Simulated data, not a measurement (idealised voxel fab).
Module name: voxel double patterning (process module)
Each square cell in cross-section cut measures 5 nm, and the section as a whole is 190 nm wide.
Cross-section, as written here: a square-cell grid given band by band from the top down, where a band holds one or more rows of cells.
Each band's line starts with the height of the band's top and of its bottom, in nm. Then come its materials from left to right, each with its width in nm. One material with "full width" fills the band from edge to edge. "air" is empty space.
Heights are measured from 0, the level below which the as-received wafer is all one material; the lowest band has no bottom and continues downward, written as in "z 0 and below".
So if you see something like "30->40" for the width, read it as the top row of the band sitting at the first number and the bottom row at the second, with every row in between moving by the same amount as the last.
The designation "no alterations made", where it is given for a processing step, indicates that no cell of the cross-section was altered in the course of that step.
Closed-off voids of 8+ cells (no open route to the top) go in "Voids, fully enclosed", written width x height at distance from the left edge, in nm.
Where a step's line continues beyond its settings, the continuation is a remark by the simulator itself on that step.
The line of a step may include "overlay nm". On a step with a mask, this value is how far to the right of its planned place the mask lay. A negative value means the mask lay to the left.
If you're wondering how to read the rest of this, here's the deal. It's pairs of cross-sections: one from before a process step, one from after it. The after one is only drawn as far down as the lowest band that changed. Right under each pair you'll see which step sits between them and what its settings were. Don't read the pairs as one continuous story, though. They can come from different runs of this module on the same starting wafer, and a pair only carries on from the one above it where its entry headed "Geometry before processing" says so.
Geometry before processing
* z 0 and below  Si full width
* Voids, fully enclosed: none
Cross-Section After Step
* z 5 to 0  SiO2 full width
* Anything lower than 0 is untouched.
* Voids, fully enclosed: none
Step, before to after (see cross-sections above): CONFORMAL_DEP, material SiO2, thk nm 5
Geometry before processing: For the state before this step, see the after cross-section of the pair located directly above.
Cross-Section After Step
* z 15 to 5  polySi full width
* Anything lower than 5 is untouched.
* Voids, fully enclosed: none
Step, before to after (see cross-sections above): DIRECTIONAL_DEP, material polySi, thk nm 10
Geometry before processing: For the state before this step, see the after cross-section of the pair located directly above.
Cross-Section After Step
* z 20 to 15  SiCN full width
* Anything lower than 15 is untouched.
* Voids, fully enclosed: none
Step, before to after (see cross-sections above): DIRECTIONAL_DEP, material SiCN, thk nm 5
Geometry before processing: For the state before this step, see the after cross-section of the pair located directly above.
Cross-Section After Step
* z 35 to 20  aC full width
* Anything lower than 20 is untouched.
* Voids, fully enclosed: none
Step, before to after (see cross-sections above): DIRECTIONAL_DEP, material aC, thk nm 15
Geometry before processing: For the state before this step, see the after cross-section of the pair located directly above.
Cross-Section After Step
* z 70 to 35  35 resist; 15 air; 35 resist; 15 air; 35 resist; 15 air; 40 resist
* Anything lower than 35 is untouched.
* Voids, fully enclosed: none
Step, before to after (see cross-sections above): PATTERN, tone open, mask id FIRST, material resist, width nm 15, pitch nm 50, thk nm 35, overlay nm 0
Geometry before processing: For the state before this step, see the after cross-section of the pair located directly above.
Cross-Section After Step
* z 55 to 35  35 resist; 15 air; 35 resist; 15 air; 35 resist; 15 air; 40 resist
* z 35 to 20  35 aC; 15 air; 35 aC; 15 air; 35 aC; 15 air; 40 aC
* Anything lower than 20 is untouched.
* Voids, fully enclosed: none
Step, before to after (see cross-sections above): DIRECTIONAL_ETCH, etch materials aC, depth nm 15
Geometry before processing: For the state before this step, see the after cross-section of the pair located directly above.
Cross-Section After Step
* z 35 to 20  35 aC; 15 air; 35 aC; 15 air; 35 aC; 15 air; 40 aC
* Anything lower than 20 is untouched.
* Voids, fully enclosed: none
Step, before to after (see cross-sections above): STRIP, etch materials resist
Geometry before processing: For the state before this step, see the after cross-section of the pair located directly above.
Cross-Section After Step
* z 35 to 20  35 aC; 15 air; 35 aC; 15 air; 35 aC; 15 air; 40 aC
* z 20 to 15  35 SiCN; 15 air; 35 SiCN; 15 air; 35 SiCN; 15 air; 40 SiCN
* Anything lower than 15 is untouched.
* Voids, fully enclosed: none
Step, before to after (see cross-sections above): DIRECTIONAL_ETCH, etch materials SiCN, depth nm 5
Geometry before processing: For the state before this step, see the after cross-section of the pair located directly above.
Cross-Section After Step
* z 20 to 15  35 SiCN; 15 air; 35 SiCN; 15 air; 35 SiCN; 15 air; 40 SiCN
* Anything lower than 15 is untouched.
* Voids, fully enclosed: none
Step, before to after (see cross-sections above): STRIP, etch materials aC
Geometry before processing: For the state before this step, see the after cross-section of the pair located directly above.
Cross-Section After Step
* z 20 to 15  35 SiCN; 15 air; 10 SiCN; 15 air; 10 SiCN; 15 air; 10 SiCN; 15 air; 10 SiCN; 15 air; 40 SiCN
* Anything lower than 15 is untouched.
* Voids, fully enclosed: none
Step, before to after (see cross-sections above): MASKED_ETCH, tone open, mask id SECOND, width nm 15, pitch nm 50, etch materials SiCN, depth nm 5, overlay nm 0
Geometry before processing: For the state before this step, see the after cross-section of the pair located directly above.
Cross-Section After Step
* z 20 to 15  35 SiCN; 15 air; 10 SiCN; 15 air; 10 SiCN; 15 air; 10 SiCN; 15 air; 10 SiCN; 15 air; 40 SiCN
* z 15 to 5  35 polySi; 15 air; 10 polySi; 15 air; 10 polySi; 15 air; 10 polySi; 15 air; 10 polySi; 15 air; 40 polySi
* Anything lower than 5 is untouched.
* Voids, fully enclosed: none
Step, before to after (see cross-sections above): DIRECTIONAL_ETCH, etch materials polySi, depth nm 10
Geometry before processing: For the state before this step, see the after cross-section of the pair located directly above.
Cross-Section After Step
* z 15 to 5  35 polySi; 15 air; 10 polySi; 15 air; 10 polySi; 15 air; 10 polySi; 15 air; 10 polySi; 15 air; 40 polySi
* Anything lower than 5 is untouched.
* Voids, fully enclosed: none
Step, before to after (see cross-sections above): STRIP, etch materials SiCN
Geometry before processing
* z 0 and below  Si full width
* Voids, fully enclosed: none
Cross-Section After Step
* z 10 to 0  polySi full width
* Anything lower than 0 is untouched.
* Voids, fully enclosed: none
Step, before to after (see cross-sections above): DIRECTIONAL_DEP, material polySi, thk nm 10
Geometry before processing: For the state before this step, see the after cross-section of the pair located directly above.
Cross-Section After Step
* z 15 to 10  SiCN full width
* Anything lower than 10 is untouched.
* Voids, fully enclosed: none
Step, before to after (see cross-sections above): DIRECTIONAL_DEP, material SiCN, thk nm 5
Geometry before processing: For the state before this step, see the after cross-section of the pair located directly above.
Cross-Section After Step
* z 30 to 15  aC full width
* Anything lower than 15 is untouched.
* Voids, fully enclosed: none
Step, before to after (see cross-sections above): DIRECTIONAL_DEP, material aC, thk nm 15
Geometry before processing: For the state before this step, see the after cross-section of the pair located directly above.
Cross-Section After Step
* z 65 to 30  35 resist; 15 air; 35 resist; 15 air; 35 resist; 15 air; 40 resist
* Anything lower than 30 is untouched.
* Voids, fully enclosed: none
Step, before to after (see cross-sections above): PATTERN, tone open, mask id FIRST, material resist, width nm 15, pitch nm 50, thk nm 35, overlay nm 0
Geometry before processing: For the state before this step, see the after cross-section of the pair located directly above.
Cross-Section After Step
* z 50 to 30  35 resist; 15 air; 35 resist; 15 air; 35 resist; 15 air; 40 resist
* z 30 to 15  35 aC; 15 air; 35 aC; 15 air; 35 aC; 15 air; 40 aC
* Anything lower than 15 is untouched.
* Voids, fully enclosed: none
Step, before to after (see cross-sections above): DIRECTIONAL_ETCH, etch materials aC, depth nm 15
Geometry before processing: For the state before this step, see the after cross-section of the pair located directly above.
Cross-Section After Step
* z 30 to 15  35 aC; 15 air; 35 aC; 15 air; 35 aC; 15 air; 40 aC
* Anything lower than 15 is untouched.
* Voids, fully enclosed: none
Step, before to after (see cross-sections above): STRIP, etch materials resist
Geometry before processing: For the state before this step, see the after cross-section of the pair located directly above.
Cross-Section After Step
* z 30 to 15  35 aC; 15 air; 35 aC; 15 air; 35 aC; 15 air; 40 aC
* z 15 to 10  35 SiCN; 15 air; 35 SiCN; 15 air; 35 SiCN; 15 air; 40 SiCN
* Anything lower than 10 is untouched.
* Voids, fully enclosed: none
Step, before to after (see cross-sections above): DIRECTIONAL_ETCH, etch materials SiCN, depth nm 5
Geometry before processing: For the state before this step, see the after cross-section of the pair located directly above.
Cross-Section After Step
* z 15 to 10  35 SiCN; 15 air; 35 SiCN; 15 air; 35 SiCN; 15 air; 40 SiCN
* Anything lower than 10 is untouched.
* Voids, fully enclosed: none
Step, before to after (see cross-sections above): STRIP, etch materials aC
Geometry before processing: For the state before this step, see the after cross-section of the pair located directly above.
Cross-Section After Step
* z 15 to 10  35 SiCN; 15 air; 10 SiCN; 15 air; 10 SiCN; 15 air; 10 SiCN; 15 air; 10 SiCN; 15 air; 40 SiCN
* Anything lower than 10 is untouched.
* Voids, fully enclosed: none
Step, before to after (see cross-sections above): MASKED_ETCH, tone open, mask id SECOND, width nm 15, pitch nm 50, etch materials SiCN, depth nm 5, overlay nm 0
Geometry before processing: For the state before this step, see the after cross-section of the pair located directly above.
Cross-Section After Step
* z 15 to 10  35 SiCN; 15 air; 10 SiCN; 15 air; 10 SiCN; 15 air; 10 SiCN; 15 air; 10 SiCN; 15 air; 40 SiCN
* z 10 to 0  35 polySi; 15 air; 10 polySi; 15 air; 10 polySi; 15 air; 10 polySi; 15 air; 10 polySi; 15 air; 40 polySi
* Anything lower than 0 is untouched.
* Voids, fully enclosed: none
Step, before to after (see cross-sections above): DIRECTIONAL_ETCH, etch materials polySi, depth nm 10
Geometry before processing: For the state before this step, see the after cross-section of the pair located directly above.
Cross-Section After Step
* z 10 to 0  35 polySi; 15 air; 10 polySi; 15 air; 10 polySi; 15 air; 10 polySi; 15 air; 10 polySi; 15 air; 40 polySi
* Anything lower than 0 is untouched.
* Voids, fully enclosed: none
Step, before to after (see cross-sections above): STRIP, etch materials SiCN
Geometry before processing
* z 55 to 35  35 resist; 15 air; 35 resist; 15 air; 35 resist; 15 air; 40 resist
* z 35 to 20  35 aC; 15 air; 35 aC; 15 air; 35 aC; 15 air; 40 aC
* z 20 to 15  SiCN full width
* z 15 to 5  polySi full width
* z 5 to 0  SiO2 full width
* z 0 and below  Si full width
* Voids, fully enclosed: none
Cross-Section After Step
* z 40 to 35  35 resist; 15 air; 35 resist; 15 air; 35 resist; 15 air; 40 resist
* Anything lower than 35 is untouched.
* Voids, fully enclosed: none
Step, before to after (see cross-sections above): DIRECTIONAL_ETCH, etch materials aC, depth nm 15
Geometry before processing: For the state before this step, see the after cross-section of the pair located directly above.
Cross-Section After Step
* z 35 to 20  35 aC; 15 air; 35 aC; 15 air; 35 aC; 15 air; 40 aC
* Anything lower than 20 is untouched.
* Voids, fully enclosed: none
Step, before to after (see cross-sections above): STRIP, etch materials resist
Geometry before processing
* z 10 to 0  polySi full width
* z 0 and below  Si full width
* Voids, fully enclosed: none
Cross-Section After Step
* z 15 to 10  SiO2 full width
* Anything lower than 10 is untouched.
* Voids, fully enclosed: none
Step, before to after (see cross-sections above): CONFORMAL_DEP, material SiO2, thk nm 5
Geometry before processing: For the state before this step, see the after cross-section of the pair located directly above.
Cross-Section After Step
* z 20 to 15  SiCN full width
* Anything lower than 15 is untouched.
* Voids, fully enclosed: none
Step, before to after (see cross-sections above): DIRECTIONAL_DEP, material SiCN, thk nm 5
Geometry before processing: For the state before this step, see the after cross-section of the pair located directly above.
Cross-Section After Step
* z 35 to 20  aC full width
* Anything lower than 20 is untouched.
* Voids, fully enclosed: none
Step, before to after (see cross-sections above): DIRECTIONAL_DEP, material aC, thk nm 15
Geometry before processing: For the state before this step, see the after cross-section of the pair located directly above.
Cross-Section After Step
* z 70 to 35  35 resist; 15 air; 35 resist; 15 air; 35 resist; 15 air; 40 resist
* Anything lower than 35 is untouched.
* Voids, fully enclosed: none
Step, before to after (see cross-sections above): PATTERN, tone open, mask id FIRST, material resist, width nm 15, pitch nm 50, thk nm 35, overlay nm 0
Geometry before processing: For the state before this step, see the after cross-section of the pair located directly above.
Cross-Section After Step
* z 55 to 35  35 resist; 15 air; 35 resist; 15 air; 35 resist; 15 air; 40 resist
* z 35 to 20  35 aC; 15 air; 35 aC; 15 air; 35 aC; 15 air; 40 aC
* Anything lower than 20 is untouched.
* Voids, fully enclosed: none
Step, before to after (see cross-sections above): DIRECTIONAL_ETCH, etch materials aC, depth nm 15
Geometry before processing: For the state before this step, see the after cross-section of the pair located directly above.
Cross-Section After Step
* z 35 to 20  35 aC; 15 air; 35 aC; 15 air; 35 aC; 15 air; 40 aC
* Anything lower than 20 is untouched.
* Voids, fully enclosed: none
Step, before to after (see cross-sections above): STRIP, etch materials resist
Geometry before processing: For the state before this step, see the after cross-section of the pair located directly above.
Cross-Section After Step
* z 35 to 20  35 aC; 15 air; 35 aC; 15 air; 35 aC; 15 air; 40 aC
* z 20 to 15  35 SiCN; 15 air; 35 SiCN; 15 air; 35 SiCN; 15 air; 40 SiCN
* Anything lower than 15 is untouched.
* Voids, fully enclosed: none
Step, before to after (see cross-sections above): DIRECTIONAL_ETCH, etch materials SiCN, depth nm 5
Geometry before processing: For the state before this step, see the after cross-section of the pair located directly above.
Cross-Section After Step
* z 20 to 15  35 SiCN; 15 air; 35 SiCN; 15 air; 35 SiCN; 15 air; 40 SiCN
* Anything lower than 15 is untouched.
* Voids, fully enclosed: none
Step, before to after (see cross-sections above): STRIP, etch materials aC
Geometry before processing: For the state before this step, see the after cross-section of the pair located directly above.
Cross-Section After Step
* z 20 to 15  35 SiCN; 15 air; 10 SiCN; 15 air; 10 SiCN; 15 air; 10 SiCN; 15 air; 10 SiCN; 15 air; 40 SiCN
* Anything lower than 15 is untouched.
* Voids, fully enclosed: none
Step, before to after (see cross-sections above): MASKED_ETCH, tone open, mask id SECOND, width nm 15, pitch nm 50, etch materials SiCN, depth nm 5, overlay nm 0
Geometry before processing: For the state before this step, see the after cross-section of the pair located directly above.
Cross-Section After Step
* z 15 to 10  SiO2 full width
* Anything lower than 10 is untouched.
* Voids, fully enclosed: none
Step, before to after (see cross-sections above): STRIP, etch materials SiCN
Geometry before processing
* z 20 to 15  35 SiCN; 15 air; 10 SiCN; 15 air; 10 SiCN; 15 air; 10 SiCN; 15 air; 10 SiCN; 15 air; 40 SiCN
* z 15 to 5  polySi full width
* z 5 to 0  SiO2 full width
* z 0 and below  Si full width
* Voids, fully enclosed: none
Cross-Section After Step
* z 20 to 15  35 SiCN; 15 air; 10 SiCN; 15 air; 10 SiCN; 15 air; 10 SiCN; 15 air; 10 SiCN; 15 air; 40 SiCN
* z 15 to 10  35 polySi; 15 air; 10 polySi; 15 air; 10 polySi; 15 air; 10 polySi; 15 air; 10 polySi; 15 air; 40 polySi
* Anything lower than 10 is untouched.
* Voids, fully enclosed: none
Step, before to after (see cross-sections above): DIRECTIONAL_ETCH, etch materials polySi, depth nm 5
Geometry before processing: For the state before this step, see the after cross-section of the pair located directly above.
Cross-Section After Step
* z 15 to 10  35 polySi; 15 air; 10 polySi; 15 air; 10 polySi; 15 air; 10 polySi; 15 air; 10 polySi; 15 air; 40 polySi
* Anything lower than 10 is untouched.
* Voids, fully enclosed: none
Step, before to after (see cross-sections above): STRIP, etch materials SiCN
Geometry before processing
* z 35 to 20  aC full width
* z 20 to 15  SiCN full width
* z 15 to 5  polySi full width
* z 5 to 0  SiO2 full width
* z 0 and below  Si full width
* Voids, fully enclosed: none
Cross-Section After Step
* z 70 to 35  30 resist; 25 air; 25 resist; 25 air; 25 resist; 25 air; 35 resist
* Anything lower than 35 is untouched.
* Voids, fully enclosed: none
Step, before to after (see cross-sections above): PATTERN, tone open, mask id FIRST, material resist, width nm 25, pitch nm 50, thk nm 35, overlay nm 0
Geometry before processing: For the state before this step, see the after cross-section of the pair located directly above.
Cross-Section After Step
* z 55 to 35  30 resist; 25 air; 25 resist; 25 air; 25 resist; 25 air; 35 resist
* z 35 to 20  30 aC; 25 air; 25 aC; 25 air; 25 aC; 25 air; 35 aC
* Anything lower than 20 is untouched.
* Voids, fully enclosed: none
Step, before to after (see cross-sections above): DIRECTIONAL_ETCH, etch materials aC, depth nm 15
Geometry before processing: For the state before this step, see the after cross-section of the pair located directly above.
Cross-Section After Step
* z 35 to 20  30 aC; 25 air; 25 aC; 25 air; 25 aC; 25 air; 35 aC
* Anything lower than 20 is untouched.
* Voids, fully enclosed: none
Step, before to after (see cross-sections above): STRIP, etch materials resist
Geometry before processing: For the state before this step, see the after cross-section of the pair located directly above.
Cross-Section After Step
* z 35 to 20  30 aC; 25 air; 25 aC; 25 air; 25 aC; 25 air; 35 aC
* z 20 to 15  30 SiCN; 25 air; 25 SiCN; 25 air; 25 SiCN; 25 air; 35 SiCN
* Anything lower than 15 is untouched.
* Voids, fully enclosed: none
Step, before to after (see cross-sections above): DIRECTIONAL_ETCH, etch materials SiCN, depth nm 5
Geometry before processing: For the state before this step, see the after cross-section of the pair located directly above.
Cross-Section After Step
* z 20 to 15  30 SiCN; 25 air; 25 SiCN; 25 air; 25 SiCN; 25 air; 35 SiCN
* Anything lower than 15 is untouched.
* Voids, fully enclosed: none
Step, before to after (see cross-sections above): STRIP, etch materials aC
Geometry before processing: For the state before this step, see the after cross-section of the pair located directly above.
Cross-Section After Step
* z 20 to 15  30 SiCN; 25 air; 5 SiCN; 15 air; 5 SiCN; 25 air; 5 SiCN; 15 air; 5 SiCN; 25 air; 35 SiCN
* Anything lower than 15 is untouched.
* Voids, fully enclosed: none
Step, before to after (see cross-sections above): MASKED_ETCH, tone open, mask id SECOND, width nm 15, pitch nm 50, etch materials SiCN, depth nm 5, overlay nm 0
Geometry before processing: For the state before this step, see the after cross-section of the pair located directly above.
Cross-Section After Step
* z 20 to 15  30 SiCN; 25 air; 5 SiCN; 15 air; 5 SiCN; 25 air; 5 SiCN; 15 air; 5 SiCN; 25 air; 35 SiCN
* z 15 to 5  30 polySi; 25 air; 5 polySi; 15 air; 5 polySi; 25 air; 5 polySi; 15 air; 5 polySi; 25 air; 35 polySi
* Anything lower than 5 is untouched.
* Voids, fully enclosed: none
Step, before to after (see cross-sections above): DIRECTIONAL_ETCH, etch materials polySi, depth nm 10
Geometry before processing: For the state before this step, see the after cross-section of the pair located directly above.
Cross-Section After Step
* z 15 to 5  30 polySi; 25 air; 5 polySi; 15 air; 5 polySi; 25 air; 5 polySi; 15 air; 5 polySi; 25 air; 35 polySi
* Anything lower than 5 is untouched.
* Voids, fully enclosed: none
Step, before to after (see cross-sections above): STRIP, etch materials SiCN
Geometry before processing
* z 35 to 20  aC full width
* z 20 to 15  SiCN full width
* z 15 to 5  polySi full width
* z 5 to 0  SiO2 full width
* z 0 and below  Si full width
* Voids, fully enclosed: none
Cross-Section After Step
* z 70 to 35  30 resist; 15 air; 35 resist; 15 air; 35 resist; 15 air; 45 resist
* Anything lower than 35 is untouched.
* Voids, fully enclosed: none
Step, before to after (see cross-sections above): PATTERN, tone open, mask id FIRST, material resist, width nm 15, pitch nm 50, thk nm 35, overlay nm -5
Geometry before processing: For the state before this step, see the after cross-section of the pair located directly above.
Cross-Section After Step
* z 55 to 35  30 resist; 15 air; 35 resist; 15 air; 35 resist; 15 air; 45 resist
* z 35 to 20  30 aC; 15 air; 35 aC; 15 air; 35 aC; 15 air; 45 aC
* Anything lower than 20 is untouched.
* Voids, fully enclosed: none
Step, before to after (see cross-sections above): DIRECTIONAL_ETCH, etch materials aC, depth nm 15
Geometry before processing: For the state before this step, see the after cross-section of the pair located directly above.
Cross-Section After Step
* z 35 to 20  30 aC; 15 air; 35 aC; 15 air; 35 aC; 15 air; 45 aC
* Anything lower than 20 is untouched.
* Voids, fully enclosed: none
Step, before to after (see cross-sections above): STRIP, etch materials resist
Geometry before processing: For the state before this step, see the after cross-section of the pair located directly above.
Cross-Section After Step
* z 35 to 20  30 aC; 15 air; 35 aC; 15 air; 35 aC; 15 air; 45 aC
* z 20 to 15  30 SiCN; 15 air; 35 SiCN; 15 air; 35 SiCN; 15 air; 45 SiCN
* Anything lower than 15 is untouched.
* Voids, fully enclosed: none
Step, before to after (see cross-sections above): DIRECTIONAL_ETCH, etch materials SiCN, depth nm 5
Geometry before processing: For the state before this step, see the after cross-section of the pair located directly above.
Cross-Section After Step
* z 20 to 15  30 SiCN; 15 air; 35 SiCN; 15 air; 35 SiCN; 15 air; 45 SiCN
* Anything lower than 15 is untouched.
* Voids, fully enclosed: none
Step, before to after (see cross-sections above): STRIP, etch materials aC
Geometry before processing: For the state before this step, see the after cross-section of the pair located directly above.
Cross-Section After Step
* z 20 to 15  30 SiCN; 15 air; 15 SiCN; 15 air; 5 SiCN; 15 air; 15 SiCN; 15 air; 5 SiCN; 15 air; 45 SiCN
* Anything lower than 15 is untouched.
* Voids, fully enclosed: none
Step, before to after (see cross-sections above): MASKED_ETCH, tone open, mask id SECOND, width nm 15, pitch nm 50, etch materials SiCN, depth nm 5, overlay nm 0
Geometry before processing: For the state before this step, see the after cross-section of the pair located directly above.
Cross-Section After Step
* z 20 to 15  30 SiCN; 15 air; 15 SiCN; 15 air; 5 SiCN; 15 air; 15 SiCN; 15 air; 5 SiCN; 15 air; 45 SiCN
* z 15 to 5  30 polySi; 15 air; 15 polySi; 15 air; 5 polySi; 15 air; 15 polySi; 15 air; 5 polySi; 15 air; 45 polySi
* Anything lower than 5 is untouched.
* Voids, fully enclosed: none
Step, before to after (see cross-sections above): DIRECTIONAL_ETCH, etch materials polySi, depth nm 10
Geometry before processing: For the state before this step, see the after cross-section of the pair located directly above.
Cross-Section After Step
* z 15 to 5  30 polySi; 15 air; 15 polySi; 15 air; 5 polySi; 15 air; 15 polySi; 15 air; 5 polySi; 15 air; 45 polySi
* Anything lower than 5 is untouched.
* Voids, fully enclosed: none
Step, before to after (see cross-sections above): STRIP, etch materials SiCN
Geometry before processing
* z 15 to 5  polySi full width
* z 5 to 0  SiO2 full width
* z 0 and below  Si full width
* Voids, fully enclosed: none
Cross-Section After Step
* z 20 to 15  SiO2 full width
* Anything lower than 15 is untouched.
* Voids, fully enclosed: none
Step, before to after (see cross-sections above): DIRECTIONAL_DEP, material SiO2, thk nm 5
Geometry before processing: For the state before this step, see the after cross-section of the pair located directly above.
Cross-Section After Step
* z 35 to 20  aC full width
* Anything lower than 20 is untouched.
* Voids, fully enclosed: none
Step, before to after (see cross-sections above): DIRECTIONAL_DEP, material aC, thk nm 15
Geometry before processing: For the state before this step, see the after cross-section of the pair located directly above.
Cross-Section After Step
* z 70 to 35  35 resist; 15 air; 35 resist; 15 air; 35 resist; 15 air; 40 resist
* Anything lower than 35 is untouched.
* Voids, fully enclosed: none
Step, before to after (see cross-sections above): PATTERN, tone open, mask id FIRST, material resist, width nm 15, pitch nm 50, thk nm 35, overlay nm 0
Geometry before processing: For the state before this step, see the after cross-section of the pair located directly above.
Cross-Section After Step
* z 55 to 35  35 resist; 15 air; 35 resist; 15 air; 35 resist; 15 air; 40 resist
* z 35 to 20  35 aC; 15 air; 35 aC; 15 air; 35 aC; 15 air; 40 aC
* Anything lower than 20 is untouched.
* Voids, fully enclosed: none
Step, before to after (see cross-sections above): DIRECTIONAL_ETCH, etch materials aC, depth nm 15
Geometry before processing: For the state before this step, see the after cross-section of the pair located directly above.
Cross-Section After Step
* z 35 to 20  35 aC; 15 air; 35 aC; 15 air; 35 aC; 15 air; 40 aC
* Anything lower than 20 is untouched.
* Voids, fully enclosed: none
Step, before to after (see cross-sections above): STRIP, etch materials resist
Geometry before processing: For the state before this step, see the after cross-section of the pair located directly above.
Cross-Section After Step
* z 20 to 15  SiO2 full width
* Anything lower than 15 is untouched.
* Voids, fully enclosed: none
Step, before to after (see cross-sections above): STRIP, etch materials aC
Geometry before processing
* z 35 to 20  aC full width
* z 20 to 15  SiCN full width
* z 15 to 5  polySi full width
* z 5 to 0  SiO2 full width
* z 0 and below  Si full width
* Voids, fully enclosed: none
Cross-Section After Step
* z 70 to 35  35 air; 15 resist; 35 air; 15 resist; 35 air; 15 resist; 40 air
* Anything lower than 35 is untouched.
* Voids, fully enclosed: none
Step, before to after (see cross-sections above): PATTERN, tone cover, mask id FIRST, material resist, width nm 15, pitch nm 50, thk nm 35, overlay nm 0
Geometry before processing: For the state before this step, see the after cross-section of the pair located directly above.
Cross-Section After Step
* z 55 to 35  35 air; 15 resist; 35 air; 15 resist; 35 air; 15 resist; 40 air
* z 35 to 20  35 air; 15 aC; 35 air; 15 aC; 35 air; 15 aC; 40 air
* Anything lower than 20 is untouched.
* Voids, fully enclosed: none
Step, before to after (see cross-sections above): DIRECTIONAL_ETCH, etch materials aC, depth nm 15
Geometry before processing: For the state before this step, see the after cross-section of the pair located directly above.
Cross-Section After Step
* z 35 to 20  35 air; 15 aC; 35 air; 15 aC; 35 air; 15 aC; 40 air
* Anything lower than 20 is untouched.
* Voids, fully enclosed: none
Step, before to after (see cross-sections above): STRIP, etch materials resist
Geometry before processing: For the state before this step, see the after cross-section of the pair located directly above.
Cross-Section After Step
* z 35 to 20  35 air; 15 aC; 35 air; 15 aC; 35 air; 15 aC; 40 air
* z 20 to 15  35 air; 15 SiCN; 35 air; 15 SiCN; 35 air; 15 SiCN; 40 air
* Anything lower than 15 is untouched.
* Voids, fully enclosed: none
Step, before to after (see cross-sections above): DIRECTIONAL_ETCH, etch materials SiCN, depth nm 5
Geometry before processing: For the state before this step, see the after cross-section of the pair located directly above.
Cross-Section After Step
* z 20 to 15  35 air; 15 SiCN; 35 air; 15 SiCN; 35 air; 15 SiCN; 40 air
* Anything lower than 15 is untouched.
* Voids, fully enclosed: none
Step, before to after (see cross-sections above): STRIP, etch materials aC
Geometry before processing: For the state before this step, see the after cross-section of the pair located directly above.
Cross-Section After Step
* z 20 to 15  35 air; 15 SiCN; 35 air; 15 SiCN; 35 air; 15 SiCN; 40 air
* z 15 to 5  35 air; 15 polySi; 35 air; 15 polySi; 35 air; 15 polySi; 40 air
* Anything lower than 5 is untouched.
* Voids, fully enclosed: none
Step, before to after (see cross-sections above): DIRECTIONAL_ETCH, etch materials polySi, depth nm 10
Geometry before processing: For the state before this step, see the after cross-section of the pair located directly above.
Cross-Section After Step
* z 15 to 5  35 air; 15 polySi; 35 air; 15 polySi; 35 air; 15 polySi; 40 air
* Anything lower than 5 is untouched.
* Voids, fully enclosed: none
Step, before to after (see cross-sections above): STRIP, etch materials SiCN
